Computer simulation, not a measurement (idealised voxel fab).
process module | voxel tone inversion
cross-section cut | 175 nm wide | cells 5 nm
A cross-section is a grid of square cells, given in bands from the top down. A band is one or more rows of cells.
Each band's line starts with the height of the band's top and of its bottom, in nm. Then come its materials from left to right, each with its width in nm. One material with "throughout" fills the band from edge to edge. "air" is empty space.
Height 0 is the level under which the wafer as received is all one material. The lowest band goes on downwards, as in "0 down".
A width such as "30 to 40" changes by the same amount from each row of cells to the next, from the band's top row to its bottom row.
"no change" after a step means that no cell of the cross-section changed.
closed voids: empty space of 8 cells or more with no open way to the top, each as width x height at its distance from the left edge, in nm
after a step's settings: what the simulator itself notes on the step
overlay nm, on a step with a mask: how far to the right of its planned place the mask lay; to the left if negative
plan
1 op RECEIVE | material Si
2 op CONFORMAL_DEP | material SiCN | thk nm 5
3 op DIRECTIONAL_DEP | material aC | thk nm 25
4 op PATTERN | tone cover | mask id POSTS | material resist | width nm 25 | pitch nm 55 | thk nm 35 | overlay nm 0
5 op DIRECTIONAL_ETCH | etch materials aC | depth nm 25
6 op STRIP | etch materials resist
7 op FILL_DEP | material SiO2 | thk nm 5
8 op CMP | height nm 30
9 op STRIP | etch materials aC
as received, after step 1
  0 down: Si throughout
  closed voids: none
a wafer at the end: this start, this plan, one mistake
  30 to 0: SiCN throughout
  0 down: Si throughout
  closed voids: none
what went wrong: step 3 ran as: op DIRECTIONAL_DEP | material SiCN | thk nm 25
